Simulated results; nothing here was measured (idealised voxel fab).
voxel air gaps: a process module
The width of the displayed cross-section, cut, is 240 nm; its cells are square, with a size of 5 nm.
Format of a cross-section: grid, square cells. Given as bands. Order: top down. Band: one or more rows of cells. In this notation a band is specified by the heights of its top and bottom, in that order and in nm, after which its materials appear from left to right, each paired with its width in nm. The word "edge to edge" attached to a single material means that material fills the band from edge to edge; the word "empty" stands for empty space. Heights are reckoned from 0. Under this level, the received wafer is all of one material. The bottommost band is open-ended downward, for example "top 0, no bottom". A width given as "30..40" starts at the first number in the band's top row and ends at the second number in its bottom row, shifting by an equal amount at every step from row to row. Step note "nothing changed" = no cross-section cell changed. Listed in "Enclosed voids": every empty space of 8 or more cells without an open way to the top. Form: width x height at distance, the distance being from the left edge, all in nm. Step line, after settings: the simulator's comment on this step. overlay nm: where the mask lay relative to plan, measured to the right, on steps with a mask; negatives go left.

So here's the lineup of process steps we planned:
1) RECEIVE [material Si]
2) CONFORMAL_DEP [material SiO2] [thk nm 10]
3) CONFORMAL_DEP [material SiCN] [thk nm 5]
4) DIRECTIONAL_DEP [material SiO2] [thk nm 40]
5) MASKED_ETCH [tone open] [mask id LINES] [width nm 15] [pitch nm 45] [etch materials SiO2] [depth nm 40] [overlay nm 0]
6) CONFORMAL_DEP [material TiN] [thk nm 5]
7) FILL_DEP [material Cu] [thk nm 10]
8) CMP [height nm 55]
9) EPI [material Ru] [thk nm 10]
10) SELECTIVE_ETCH [etch materials SiO2] [depth nm 50]
11) CONFORMAL_DEP [material SiCN] [thk nm 5]

Received-state cross-section, reflecting completion of step 1:
> top 0, no bottom | Si edge to edge
> Enclosed voids: none

Same starting wafer, same plan as above, one mistake in the execution; this is the cross-section at the end of the module:
> top 70, bottom 65 | 30 empty; 185 SiCN; 25 empty
> top 65, bottom 55 | 30 empty; 5 SiCN; 40 Ru; 5 SiCN; 40 Ru; 5 SiCN; 40 Ru; 5 SiCN; 40 Ru; 5 SiCN; 25 empty
> top 55, bottom 50 | 30 empty; 15 SiCN; 5 TiN; 10 Cu; 5 TiN; 25 SiCN; 5 TiN; 10 Cu; 5 TiN; 25 SiCN; 5 TiN; 10 Cu; 5 TiN; 25 SiCN; 5 TiN; 10 Cu; 5 TiN; 15 SiCN; 25 empty
> top 50, bottom 20 | 40 empty; 5 SiCN; 5 TiN; 10 Cu; 5 TiN; 5 SiCN; 15 empty; 5 SiCN; 5 TiN; 10 Cu; 5 TiN; 5 SiCN; 15 empty; 5 SiCN; 5 TiN; 10 Cu; 5 TiN; 5 SiCN; 15 empty; 5 SiCN; 5 TiN; 10 Cu; 5 TiN; 5 SiCN; 35 empty
> top 20, bottom 15 | 45 SiCN; 20 TiN; 25 SiCN; 20 TiN; 25 SiCN; 20 TiN; 25 SiCN; 20 TiN; 40 SiCN
> top 15, bottom 10 | SiCN edge to edge
> top 10, bottom 0 | SiO2 edge to edge
> top 0, no bottom | Si edge to edge
> Enclosed voids: 15 x 30 at 70; 15 x 30 at 115; 15 x 30 at 160
So what did we get wrong on this run? step 5 deviated from plan and actually ran as MASKED_ETCH [tone open] [mask id LINES] [width nm 20] [pitch nm 45] [etch materials SiO2] [depth nm 40] [overlay nm 0]
